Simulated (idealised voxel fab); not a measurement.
Process module, titled voxel wiring stack
Displayed cross-section: cut, width of 300 nm, square cells sized 5 nm.
Cross-section spec: square-cell grid; bands listed top down; each band is one or more rows. Band entry format. Leading values: height of top, height of bottom, nm. Remainder: materials in left-to-right order, each with its width in nm. Special words: "all across" on a single material, which then fills the band edge to edge; "air", empty space. Height is counted from the level 0, under which the received wafer is composed throughout of one material. The lowest of the bands is not closed at the bottom but continues downward, in the notation "0 and below". You'd read "30..40" like this: the band's top row of cells is as wide as the first number, its bottom row is as wide as the second, and going down, every row changes width by the same amount as the row before did. The designation "identical to before", where it is given for a processing step, indicates that no cell of the cross-section was altered in the course of that step. "Tabulated closed voids" enumerates empty spaces isolated from the top, with no open way to it, that contain at least 8 cells, giving each as width x height at distance from the left edge, all three in nm. after a step's settings: what the simulator itself notes on the step. A step line may carry the setting "overlay nm", which, for steps involving a mask, states the distance by which the mask lay to the right of its intended position; negative values denote displacement to the left.
-- These are the steps we planned for the process
1) RECEIVE with material Si
2) CONFORMAL_DEP with material SiO2, thk nm 15
3) CONFORMAL_DEP with material SiN, thk nm 5
4) DIRECTIONAL_DEP with material SiO2, thk nm 15
5) DIRECTIONAL_DEP with material aC, thk nm 10
6) PATTERN with tone open, mask id METAL_1, material resist, width nm 30, pitch nm 55, thk nm 25, overlay nm 0
7) DIRECTIONAL_ETCH with etch materials aC, depth nm 10
8) STRIP with etch materials resist
9) DIRECTIONAL_ETCH with etch materials SiO2, depth nm 15
10) DIRECTIONAL_ETCH with etch materials SiN, depth nm 5
11) STRIP with etch materials aC
12) CONFORMAL_DEP with material TiN, thk nm 5
13) FILL_DEP with material Ru, thk nm 10
14) CMP with height nm 35
15) CONFORMAL_DEP with material SiCN, thk nm 5
16) DIRECTIONAL_DEP with material lowk, thk nm 30
17) PATTERN with tone open, mask id METAL_2, material resist, width nm 30, pitch nm 55, thk nm 20, overlay nm 0
18) DIRECTIONAL_ETCH with etch materials lowk, depth nm 20
19) STRIP with etch materials resist
20) MASKED_ETCH with tone open, mask id METAL_2_HOLES, width nm 15, pitch nm 55, etch materials lowk, depth nm 10, overlay nm 0
21) MASKED_ETCH with tone open, mask id METAL_2_HOLES, width nm 15, pitch nm 55, etch materials SiCN, depth nm 5, overlay nm 0
22) CONFORMAL_DEP with material TiN, thk nm 5
23) FILL_DEP with material Cu, thk nm 10
24) CMP with height nm 70
25) CONFORMAL_DEP with material SiCN, thk nm 5
26) DIRECTIONAL_DEP with material SiO2, thk nm 30
27) MASKED_ETCH with tone open, mask id METAL_3_HOLES, width nm 15, pitch nm 55, etch materials SiO2, depth nm 30, overlay nm 0
28) MASKED_ETCH with tone open, mask id METAL_3, width nm 30, pitch nm 55, etch materials SiO2, depth nm 20, overlay nm 0
29) MASKED_ETCH with tone open, mask id METAL_3, width nm 30, pitch nm 55, etch materials SiCN, depth nm 5, overlay nm 0
30) CONFORMAL_DEP with material TiN, thk nm 5
31) FILL_DEP with material Cu, thk nm 5
32) CMP with height nm 105
33) CONFORMAL_DEP with material SiCN, thk nm 5
34) DIRECTIONAL_DEP with material lowk, thk nm 30
35) MASKED_ETCH with tone open, mask id METAL_4_HOLES, width nm 15, pitch nm 55, etch materials lowk, depth nm 30, overlay nm 0
36) DIRECTIONAL_DEP with material aC, thk nm 10
37) PATTERN with tone open, mask id METAL_4, material resist, width nm 30, pitch nm 55, thk nm 30, overlay nm 0
38) DIRECTIONAL_ETCH with etch materials aC, depth nm 10
39) STRIP with etch materials resist
40) DIRECTIONAL_ETCH with etch materials lowk, depth nm 20
41) DIRECTIONAL_ETCH with etch materials SiCN, depth nm 5
42) STRIP with etch materials aC
43) CONFORMAL_DEP with material TiN, thk nm 5
44) FILL_DEP with material Cu, thk nm 5
45) CMP with height nm 140
46) CONFORMAL_DEP with material SiN, thk nm 5
-- First of two wafers: run as planned
-- Step 1 complete: cross-section of the wafer as received
* 0 and below | Si all across
* Tabulated closed voids: none
-- Step 2 complete: cross-section through the wafer
* 15 down to 0 | SiO2 all across
* Lower than 0, everything is as it was.
-- Step 3 complete: cross-section through the wafer
* 20 down to 15 | SiN all across
* Lower than 15, everything is as it was.
-- Step 4 complete: cross-section through the wafer
* 35 down to 20 | SiO2 all across
* Lower than 20, everything is as it was.
-- Step 5 complete: cross-section through the wafer
* 45 down to 35 | aC all across
* Lower than 35, everything is as it was.
-- Step 6 complete: cross-section through the wafer
* 70 down to 45 | 80 resist, 30 air, 25 resist, 30 air, 25 resist, 30 air, 80 resist
* Lower than 45, everything is as it was.
-- Step 7 complete: cross-section through the wafer
* 60 down to 45 | 80 resist, 30 air, 25 resist, 30 air, 25 resist, 30 air, 80 resist
* 45 down to 35 | 80 aC, 30 air, 25 aC, 30 air, 25 aC, 30 air, 80 aC
* Lower than 35, everything is as it was.
-- Step 8 complete: cross-section through the wafer
* 45 down to 35 | 80 aC, 30 air, 25 aC, 30 air, 25 aC, 30 air, 80 aC
* Lower than 35, everything is as it was.
-- Step 9 complete: cross-section through the wafer
* 45 down to 35 | 80 aC, 30 air, 25 aC, 30 air, 25 aC, 30 air, 80 aC
* 35 down to 20 | 80 SiO2, 30 air, 25 SiO2, 30 air, 25 SiO2, 30 air, 80 SiO2
* Lower than 20, everything is as it was.
-- Step 10 complete: cross-section through the wafer
* 45 down to 35 | 80 aC, 30 air, 25 aC, 30 air, 25 aC, 30 air, 80 aC
* 35 down to 20 | 80 SiO2, 30 air, 25 SiO2, 30 air, 25 SiO2, 30 air, 80 SiO2
* 20 down to 15 | 80 SiN, 30 air, 25 SiN, 30 air, 25 SiN, 30 air, 80 SiN
* Lower than 15, everything is as it was.
-- Step 11 complete: cross-section through the wafer
* 35 down to 20 | 80 SiO2, 30 air, 25 SiO2, 30 air, 25 SiO2, 30 air, 80 SiO2
* Lower than 20, everything is as it was.
-- Step 12 complete: cross-section through the wafer
* 40 down to 35 | 85 TiN, 20 air, 35 TiN, 20 air, 35 TiN, 20 air, 85 TiN
* 35 down to 20 | 80 SiO2, 5 TiN, 20 air, 5 TiN, 25 SiO2, 5 TiN, 20 air, 5 TiN, 25 SiO2, 5 TiN, 20 air, 5 TiN, 80 SiO2
* 20 down to 15 | 80 SiN, 30 TiN, 25 SiN, 30 TiN, 25 SiN, 30 TiN, 80 SiN
* Lower than 15, everything is as it was.
-- Step 13 complete: cross-section through the wafer
* 50 down to 40 | Ru all across
* 40 down to 35 | 85 TiN, 20 Ru, 35 TiN, 20 Ru, 35 TiN, 20 Ru, 85 TiN
* 35 down to 20 | 80 SiO2, 5 TiN, 20 Ru, 5 TiN, 25 SiO2, 5 TiN, 20 Ru, 5 TiN, 25 SiO2, 5 TiN, 20 Ru, 5 TiN, 80 SiO2
* Lower than 20, everything is as it was.
-- Step 14 complete: cross-section through the wafer
* 35 down to 20 | 80 SiO2, 5 TiN, 20 Ru, 5 TiN, 25 SiO2, 5 TiN, 20 Ru, 5 TiN, 25 SiO2, 5 TiN, 20 Ru, 5 TiN, 80 SiO2
* Lower than 20, everything is as it was.
-- Step 15 complete: cross-section through the wafer
* 40 down to 35 | SiCN all across
* Lower than 35, everything is as it was.
-- Step 16 complete: cross-section through the wafer
* 70 down to 40 | lowk all across
* Lower than 40, everything is as it was.
-- Step 17 complete: cross-section through the wafer
* 90 down to 70 | 80 resist, 30 air, 25 resist, 30 air, 25 resist, 30 air, 80 resist
* Lower than 70, everything is as it was.
-- Step 18 complete: cross-section through the wafer
* 90 down to 70 | 80 resist, 30 air, 25 resist, 30 air, 25 resist, 30 air, 80 resist
* 70 down to 50 | 80 lowk, 30 air, 25 lowk, 30 air, 25 lowk, 30 air, 80 lowk
* Lower than 50, everything is as it was.
-- Step 19 complete: cross-section through the wafer
* 70 down to 50 | 80 lowk, 30 air, 25 lowk, 30 air, 25 lowk, 30 air, 80 lowk
* Lower than 50, everything is as it was.
-- Step 20 complete: cross-section through the wafer
* 70 down to 50 | 80 lowk, 30 air, 25 lowk, 30 air, 25 lowk, 30 air, 80 lowk
* 50 down to 40 | 80 lowk, 15 air, 40 lowk, 15 air, 40 lowk, 15 air, 95 lowk
* Lower than 40, everything is as it was.
-- Step 21 complete: cross-section through the wafer
* 70 down to 50 | 80 lowk, 30 air, 25 lowk, 30 air, 25 lowk, 30 air, 80 lowk
* 50 down to 40 | 80 lowk, 15 air, 40 lowk, 15 air, 40 lowk, 15 air, 95 lowk
* 40 down to 35 | 80 SiCN, 15 air, 40 SiCN, 15 air, 40 SiCN, 15 air, 95 SiCN
* Lower than 35, everything is as it was.
-- Step 22 complete: cross-section through the wafer
* 75 down to 70 | 85 TiN, 20 air, 35 TiN, 20 air, 35 TiN, 20 air, 85 TiN
* 70 down to 55 | 80 lowk, 5 TiN, 20 air, 5 TiN, 25 lowk, 5 TiN, 20 air, 5 TiN, 25 lowk, 5 TiN, 20 air, 5 TiN, 80 lowk
* 55 down to 50 | 80 lowk, 5 TiN, 5 air, 20 TiN, 25 lowk, 5 TiN, 5 air, 20 TiN, 25 lowk, 5 TiN, 5 air, 20 TiN, 80 lowk
* 50 down to 40 | 80 lowk, 5 TiN, 5 air, 5 TiN, 40 lowk, 5 TiN, 5 air, 5 TiN, 40 lowk, 5 TiN, 5 air, 5 TiN, 95 lowk
* 40 down to 35 | 80 SiCN, 15 TiN, 40 SiCN, 15 TiN, 40 SiCN, 15 TiN, 95 SiCN
* Lower than 35, everything is as it was.
-- Step 23 complete: cross-section through the wafer
* 85 down to 75 | Cu all across
* 75 down to 70 | 85 TiN, 20 Cu, 35 TiN, 20 Cu, 35 TiN, 20 Cu, 85 TiN
* 70 down to 55 | 80 lowk, 5 TiN, 20 Cu, 5 TiN, 25 lowk, 5 TiN, 20 Cu, 5 TiN, 25 lowk, 5 TiN, 20 Cu, 5 TiN, 80 lowk
* 55 down to 50 | 80 lowk, 5 TiN, 5 Cu, 20 TiN, 25 lowk, 5 TiN, 5 Cu, 20 TiN, 25 lowk, 5 TiN, 5 Cu, 20 TiN, 80 lowk
* 50 down to 40 | 80 lowk, 5 TiN, 5 Cu, 5 TiN, 40 lowk, 5 TiN, 5 Cu, 5 TiN, 40 lowk, 5 TiN, 5 Cu, 5 TiN, 95 lowk
* Lower than 40, everything is as it was.
-- Step 24 complete: cross-section through the wafer
* 70 down to 55 | 80 lowk, 5 TiN, 20 Cu, 5 TiN, 25 lowk, 5 TiN, 20 Cu, 5 TiN, 25 lowk, 5 TiN, 20 Cu, 5 TiN, 80 lowk
* Lower than 55, everything is as it was.
-- Step 25 complete: cross-section through the wafer
* 75 down to 70 | SiCN all across
* Lower than 70, everything is as it was.
-- Step 26 complete: cross-section through the wafer
* 105 down to 75 | SiO2 all across
* Lower than 75, everything is as it was.
-- Step 27 complete: cross-section through the wafer
* 105 down to 75 | 80 SiO2, 15 air, 40 SiO2, 15 air, 40 SiO2, 15 air, 95 SiO2
* Lower than 75, everything is as it was.
-- Step 28 complete: cross-section through the wafer
* 105 down to 85 | 80 SiO2, 30 air, 25 SiO2, 30 air, 25 SiO2, 30 air, 80 SiO2
* Lower than 85, everything is as it was.
-- Step 29 complete: cross-section through the wafer
* 105 down to 85 | 80 SiO2, 30 air, 25 SiO2, 30 air, 25 SiO2, 30 air, 80 SiO2
* 85 down to 75 | 80 SiO2, 15 air, 40 SiO2, 15 air, 40 SiO2, 15 air, 95 SiO2
* 75 down to 70 | 80 SiCN, 15 air, 40 SiCN, 15 air, 40 SiCN, 15 air, 95 SiCN
* Lower than 70, everything is as it was.
-- Step 30 complete: cross-section through the wafer
* 110 down to 105 | 85 TiN, 20 air, 35 TiN, 20 air, 35 TiN, 20 air, 85 TiN
* 105 down to 90 | 80 SiO2, 5 TiN, 20 air, 5 TiN, 25 SiO2, 5 TiN, 20 air, 5 TiN, 25 SiO2, 5 TiN, 20 air, 5 TiN, 80 SiO2
* 90 down to 85 | 80 SiO2, 5 TiN, 5 air, 20 TiN, 25 SiO2, 5 TiN, 5 air, 20 TiN, 25 SiO2, 5 TiN, 5 air, 20 TiN, 80 SiO2
* 85 down to 75 | 80 SiO2, 5 TiN, 5 air, 5 TiN, 40 SiO2, 5 TiN, 5 air, 5 TiN, 40 SiO2, 5 TiN, 5 air, 5 TiN, 95 SiO2
* 75 down to 70 | 80 SiCN, 15 TiN, 40 SiCN, 15 TiN, 40 SiCN, 15 TiN, 95 SiCN
* Lower than 70, everything is as it was.
-- Step 31 complete: cross-section through the wafer
* 115 down to 110 | Cu all across
* 110 down to 105 | 85 TiN, 20 Cu, 35 TiN, 20 Cu, 35 TiN, 20 Cu, 85 TiN
* 105 down to 90 | 80 SiO2, 5 TiN, 20 Cu, 5 TiN, 25 SiO2, 5 TiN, 20 Cu, 5 TiN, 25 SiO2, 5 TiN, 20 Cu, 5 TiN, 80 SiO2
* 90 down to 85 | 80 SiO2, 5 TiN, 5 Cu, 20 TiN, 25 SiO2, 5 TiN, 5 Cu, 20 TiN, 25 SiO2, 5 TiN, 5 Cu, 20 TiN, 80 SiO2
* 85 down to 75 | 80 SiO2, 5 TiN, 5 Cu, 5 TiN, 40 SiO2, 5 TiN, 5 Cu, 5 TiN, 40 SiO2, 5 TiN, 5 Cu, 5 TiN, 95 SiO2
* Lower than 75, everything is as it was.
-- Step 32 complete: cross-section through the wafer
* 105 down to 90 | 80 SiO2, 5 TiN, 20 Cu, 5 TiN, 25 SiO2, 5 TiN, 20 Cu, 5 TiN, 25 SiO2, 5 TiN, 20 Cu, 5 TiN, 80 SiO2
* Lower than 90, everything is as it was.
-- Step 33 complete: cross-section through the wafer
* 110 down to 105 | SiCN all across
* Lower than 105, everything is as it was.
-- Step 34 complete: cross-section through the wafer
* 140 down to 110 | lowk all across
* Lower than 110, everything is as it was.
-- Step 35 complete: cross-section through the wafer
* 140 down to 110 | 80 lowk, 15 air, 40 lowk, 15 air, 40 lowk, 15 air, 95 lowk
* Lower than 110, everything is as it was.
-- Step 36 complete: cross-section through the wafer
* 150 down to 140 | 80 aC, 15 air, 40 aC, 15 air, 40 aC, 15 air, 95 aC
* 140 down to 120 | 80 lowk, 15 air, 40 lowk, 15 air, 40 lowk, 15 air, 95 lowk
* 120 down to 110 | 80 lowk, 15 aC, 40 lowk, 15 aC, 40 lowk, 15 aC, 95 lowk
* Lower than 110, everything is as it was.
-- Step 37 complete: cross-section through the wafer
* 180 down to 150 | 80 resist, 30 air, 25 resist, 30 air, 25 resist, 30 air, 80 resist
* Lower than 150, everything is as it was.
-- Step 38 complete: cross-section through the wafer
* 170 down to 150 | 80 resist, 30 air, 25 resist, 30 air, 25 resist, 30 air, 80 resist
* 150 down to 140 | 80 aC, 30 air, 25 aC, 30 air, 25 aC, 30 air, 80 aC
* 140 down to 110 | 80 lowk, 15 air, 40 lowk, 15 air, 40 lowk, 15 air, 95 lowk
* Lower than 110, everything is as it was.
-- Step 39 complete: cross-section through the wafer
* 150 down to 140 | 80 aC, 30 air, 25 aC, 30 air, 25 aC, 30 air, 80 aC
* Lower than 140, everything is as it was.
-- Step 40 complete: cross-section through the wafer
* 150 down to 140 | 80 aC, 30 air, 25 aC, 30 air, 25 aC, 30 air, 80 aC
* 140 down to 120 | 80 lowk, 30 air, 25 lowk, 30 air, 25 lowk, 30 air, 80 lowk
* Lower than 120, everything is as it was.
-- Step 41 complete: cross-section through the wafer
* 150 down to 140 | 80 aC, 30 air, 25 aC, 30 air, 25 aC, 30 air, 80 aC
* 140 down to 120 | 80 lowk, 30 air, 25 lowk, 30 air, 25 lowk, 30 air, 80 lowk
* 120 down to 110 | 80 lowk, 15 air, 40 lowk, 15 air, 40 lowk, 15 air, 95 lowk
* 110 down to 105 | 80 SiCN, 15 air, 40 SiCN, 15 air, 40 SiCN, 15 air, 95 SiCN
* Lower than 105, everything is as it was.
-- Step 42 complete: cross-section through the wafer
* 140 down to 120 | 80 lowk, 30 air, 25 lowk, 30 air, 25 lowk, 30 air, 80 lowk
* Lower than 120, everything is as it was.
-- Step 43 complete: cross-section through the wafer
* 145 down to 140 | 85 TiN, 20 air, 35 TiN, 20 air, 35 TiN, 20 air, 85 TiN
* 140 down to 125 | 80 lowk, 5 TiN, 20 air, 5 TiN, 25 lowk, 5 TiN, 20 air, 5 TiN, 25 lowk, 5 TiN, 20 air, 5 TiN, 80 lowk
* 125 down to 120 | 80 lowk, 5 TiN, 5 air, 20 TiN, 25 lowk, 5 TiN, 5 air, 20 TiN, 25 lowk, 5 TiN, 5 air, 20 TiN, 80 lowk
* 120 down to 110 | 80 lowk, 5 TiN, 5 air, 5 TiN, 40 lowk, 5 TiN, 5 air, 5 TiN, 40 lowk, 5 TiN, 5 air, 5 TiN, 95 lowk
* 110 down to 105 | 80 SiCN, 15 TiN, 40 SiCN, 15 TiN, 40 SiCN, 15 TiN, 95 SiCN
* Lower than 105, everything is as it was.
-- Step 44 complete: cross-section through the wafer
* 150 down to 145 | Cu all across
* 145 down to 140 | 85 TiN, 20 Cu, 35 TiN, 20 Cu, 35 TiN, 20 Cu, 85 TiN
* 140 down to 125 | 80 lowk, 5 TiN, 20 Cu, 5 TiN, 25 lowk, 5 TiN, 20 Cu, 5 TiN, 25 lowk, 5 TiN, 20 Cu, 5 TiN, 80 lowk
* 125 down to 120 | 80 lowk, 5 TiN, 5 Cu, 20 TiN, 25 lowk, 5 TiN, 5 Cu, 20 TiN, 25 lowk, 5 TiN, 5 Cu, 20 TiN, 80 lowk
* 120 down to 110 | 80 lowk, 5 TiN, 5 Cu, 5 TiN, 40 lowk, 5 TiN, 5 Cu, 5 TiN, 40 lowk, 5 TiN, 5 Cu, 5 TiN, 95 lowk
* Lower than 110, everything is as it was.
-- Step 45 complete: cross-section through the wafer
* 140 down to 125 | 80 lowk, 5 TiN, 20 Cu, 5 TiN, 25 lowk, 5 TiN, 20 Cu, 5 TiN, 25 lowk, 5 TiN, 20 Cu, 5 TiN, 80 lowk
* Lower than 125, everything is as it was.
-- Step 46 complete: cross-section through the wafer
* 145 down to 140 | SiN all across
* Lower than 140, everything is as it was.
-- Notes, second wafer: start = first wafer's, plan = first wafer's, execution had one mistake; history identical to first through step 36
-- Second wafer at the planned finish of step 37, seen in cross-section
* 180 down to 150 | 90 resist, 30 air, 25 resist, 30 air, 25 resist, 30 air, 70 resist
* 150 down to 140 | 80 aC, 10 resist, 5 air, 40 aC, 10 resist, 5 air, 40 aC, 10 resist, 5 air, 95 aC
* 140 down to 120 | 80 lowk, 10 resist, 5 air, 40 lowk, 10 resist, 5 air, 40 lowk, 10 resist, 5 air, 95 lowk
* Lower than 120, everything is as it was.
-- Second wafer at the planned finish of step 38, seen in cross-section
* 170 down to 150 | 90 resist, 30 air, 25 resist, 30 air, 25 resist, 30 air, 70 resist
* 150 down to 140 | 80 aC, 10 resist, 30 air, 15 aC, 10 resist, 30 air, 15 aC, 10 resist, 30 air, 70 aC
* 140 down to 120 | 80 lowk, 10 resist, 5 air, 40 lowk, 10 resist, 5 air, 40 lowk, 10 resist, 5 air, 95 lowk
* 120 down to 110 | 80 lowk, 10 aC, 5 air, 40 lowk, 10 aC, 5 air, 40 lowk, 10 aC, 5 air, 95 lowk
* Lower than 110, everything is as it was.
-- Second wafer at the planned finish of step 39, seen in cross-section
* 150 down to 140 | 80 aC, 40 air, 15 aC, 40 air, 15 aC, 40 air, 70 aC
* 140 down to 120 | 80 lowk, 15 air, 40 lowk, 15 air, 40 lowk, 15 air, 95 lowk
* Lower than 120, everything is as it was.
-- Second wafer at the planned finish of step 40, seen in cross-section
* 150 down to 140 | 80 aC, 40 air, 15 aC, 40 air, 15 aC, 40 air, 70 aC
* 140 down to 120 | 80 lowk, 40 air, 15 lowk, 40 air, 15 lowk, 40 air, 70 lowk
* Lower than 120, everything is as it was.
-- Second wafer at the planned finish of step 41, seen in cross-section
* 150 down to 140 | 80 aC, 40 air, 15 aC, 40 air, 15 aC, 40 air, 70 aC
* 140 down to 120 | 80 lowk, 40 air, 15 lowk, 40 air, 15 lowk, 40 air, 70 lowk
* 120 down to 110 | 80 lowk, 10 aC, 5 air, 40 lowk, 10 aC, 5 air, 40 lowk, 10 aC, 5 air, 95 lowk
* 110 down to 105 | 90 SiCN, 5 air, 50 SiCN, 5 air, 50 SiCN, 5 air, 95 SiCN
* Lower than 105, everything is as it was.
-- Second wafer at the planned finish of step 42, seen in cross-section
* 140 down to 120 | 80 lowk, 40 air, 15 lowk, 40 air, 15 lowk, 40 air, 70 lowk
* 120 down to 110 | 80 lowk, 15 air, 40 lowk, 15 air, 40 lowk, 15 air, 95 lowk
* Lower than 110, everything is as it was.
-- Second wafer at the planned finish of step 43, seen in cross-section
* 145 down to 140 | 85 TiN, 30 air, 25 TiN, 30 air, 25 TiN, 30 air, 75 TiN
* 140 down to 125 | 80 lowk, 5 TiN, 30 air, 5 TiN, 15 lowk, 5 TiN, 30 air, 5 TiN, 15 lowk, 5 TiN, 30 air, 5 TiN, 70 lowk
* 125 down to 115 | 80 lowk, 5 TiN, 5 air, 30..5 TiN, 15..40 lowk, 5 TiN, 5 air, 30..5 TiN, 15..40 lowk, 5 TiN, 5 air, 30..5 TiN, 70..95 lowk
* 115 down to 110 | 80 lowk, 15 TiN, 40 lowk, 15 TiN, 40 lowk, 15 TiN, 95 lowk
* 110 down to 105 | 90 SiCN, 5 TiN, 50 SiCN, 5 TiN, 50 SiCN, 5 TiN, 95 SiCN
* Lower than 105, everything is as it was.
-- Second wafer at the planned finish of step 44, seen in cross-section
* 150 down to 145 | Cu all across
* 145 down to 140 | 85 TiN, 30 Cu, 25 TiN, 30 Cu, 25 TiN, 30 Cu, 75 TiN
* 140 down to 125 | 80 lowk, 5 TiN, 30 Cu, 5 TiN, 15 lowk, 5 TiN, 30 Cu, 5 TiN, 15 lowk, 5 TiN, 30 Cu, 5 TiN, 70 lowk
* 125 down to 115 | 80 lowk, 5 TiN, 5 Cu, 30..5 TiN, 15..40 lowk, 5 TiN, 5 Cu, 30..5 TiN, 15..40 lowk, 5 TiN, 5 Cu, 30..5 TiN, 70..95 lowk
* Lower than 115, everything is as it was.
-- Second wafer at the planned finish of step 45, seen in cross-section
* 140 down to 125 | 80 lowk, 5 TiN, 30 Cu, 5 TiN, 15 lowk, 5 TiN, 30 Cu, 5 TiN, 15 lowk, 5 TiN, 30 Cu, 5 TiN, 70 lowk
* Lower than 125, everything is as it was.
-- Second wafer at the planned finish of step 46, seen in cross-section
* 145 down to 140 | SiN all across
* Lower than 140, everything is as it was.
Against the plan, the run slipped here: for step 37, the planned setting was not used; the step was instead run as PATTERN with tone open, mask id METAL_4, material resist, width nm 30, pitch nm 55, thk nm 30, overlay nm 10
Final difference in cells, second wafer against first, listed per material as more or fewer: +15 Cu; +6 SiCN; +3 TiN; -24 lowk
